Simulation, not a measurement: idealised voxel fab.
The document below concerns the process module designated voxel plated lines.
180 nm wide, 5 nm square cells: that's cross-section cut.
The cross-sections in this document take the form of a grid made of square cells. They are written out as bands, in order from top to bottom. Each band consists of one or more rows of cells. Within each band entry, the heights of the top and of the bottom of the band appear first, in that order and in nm; the materials of the band then follow from left to right, each with its corresponding width in nm. The designation "all across" on a single material indicates that it fills the band from edge to edge; the designation "air" indicates empty space. Zero point of the height axis is 0; under it, received wafer = one material. Lowest band: continues down indefinitely, "0 -> down". So if you see something like "30->40" for the width, read it as the top row of the band sitting at the first number and the bottom row at the second, with every row in between moving by the same amount as the last. For the purposes of this document, the phrase "no alteration" attached to a step denotes that no cell within the cross-section was modified by that step. You'll see "Fully sealed voids" listing empty spaces that have no way open to the top, as long as they're 8 cells or more; the notation is width x height at distance, where the distance is from the left edge, and all of it is in nm. Anything after a step's settings on that line? It's the simulator's own note about the step. "overlay nm" denotes, for a step that has a mask, the displacement of the mask to the right of its planned place, with negative values corresponding to the left.

-- Listed below are the process steps as planned
step 1: RECEIVE (material Si)
step 2: CONFORMAL_DEP (material Al2O3; thk nm 15)
step 3: DIRECTIONAL_DEP (material TiN; thk nm 5)
step 4: PATTERN (tone open; mask id LINES; material resist; width nm 15; pitch nm 35; thk nm 25; overlay nm 0)
step 5: EPI (material Ru; thk nm 10)
step 6: EPI (material Ru; thk nm 10)
step 7: STRIP (etch materials resist)
step 8: DIRECTIONAL_ETCH (etch materials TiN; depth nm 5)
step 9: CONFORMAL_DEP (material SiO2; thk nm 10)

-- So, the first of our two wafers, run just as we planned it

-- Received-state cross-section, reflecting completion of step 1
    0 -> down | Si all across
    Fully sealed voids: none

-- Cross-section of the wafer subsequent to step 2
    15 -> 0 | Al2O3 all across
    At heights below 0, the structure remains unaltered.

-- Cross-section of the wafer subsequent to step 3
    20 -> 15 | TiN all across
    At heights below 15, the structure remains unaltered.

-- Cross-section of the wafer subsequent to step 4
    45 -> 20 | resist (65) | air (15) | resist (20) | air (15) | resist (65)
    At heights below 20, the structure remains unaltered.

-- Cross-section of the wafer subsequent to step 5
    45 -> 30 | resist (65) | air (15) | resist (20) | air (15) | resist (65)
    30 -> 20 | resist (65) | Ru (15) | resist (20) | Ru (15) | resist (65)
    At heights below 20, the structure remains unaltered.

-- Cross-section of the wafer subsequent to step 6
    45 -> 40 | resist (65) | air (15) | resist (20) | air (15) | resist (65)
    40 -> 20 | resist (65) | Ru (15) | resist (20) | Ru (15) | resist (65)
    At heights below 20, the structure remains unaltered.

-- Cross-section of the wafer subsequent to step 7
    40 -> 20 | air (65) | Ru (15) | air (20) | Ru (15) | air (65)
    At heights below 20, the structure remains unaltered.

-- Cross-section of the wafer subsequent to step 8
    40 -> 20 | air (65) | Ru (15) | air (20) | Ru (15) | air (65)
    20 -> 15 | air (65) | TiN (15) | air (20) | TiN (15) | air (65)
    At heights below 15, the structure remains unaltered.

-- Cross-section of the wafer subsequent to step 9
    50 -> 40 | air (55) | SiO2 (70) | air (55)
    40 -> 25 | air (55) | SiO2 (10) | Ru (15) | SiO2 (20) | Ru (15) | SiO2 (10) | air (55)
    25 -> 20 | SiO2 (65) | Ru (15) | SiO2 (20) | Ru (15) | SiO2 (65)
    20 -> 15 | SiO2 (65) | TiN (15) | SiO2 (20) | TiN (15) | SiO2 (65)
    At heights below 15, the structure remains unaltered.

-- Okay, second wafer. Nothing different at the start, nothing different in the plan, just one mistake somewhere in the running. As far as step 2, counting that step, it's the first wafer all over again

Second wafer profile in section, at the moment step 3 of the plan was meant to be complete: no alteration

-- Second wafer profile in section, at the moment step 4 of the plan was meant to be complete
    40 -> 15 | resist (65) | air (15) | resist (20) | air (15) | resist (65)
    At heights below 15, the structure remains unaltered.

Second wafer profile in section, at the moment step 5 of the plan was meant to be complete: no alteration

Second wafer profile in section, at the moment step 6 of the plan was meant to be complete: no alteration

-- Second wafer profile in section, at the moment step 7 of the plan was meant to be complete
    15 -> 0 | Al2O3 all across
    At heights below 0, the structure remains unaltered.

Second wafer profile in section, at the moment step 8 of the plan was meant to be complete: no alteration

-- Second wafer profile in section, at the moment step 9 of the plan was meant to be complete
    25 -> 15 | SiO2 all across
    At heights below 15, the structure remains unaltered.
Nonconformance to the process plan: step 3 of the plan was excluded from execution and never run
Wrapping up, a cell-based count of both wafers puts the second over or under the first for these materials: Ru -24 | SiO2 -40 | TiN -6
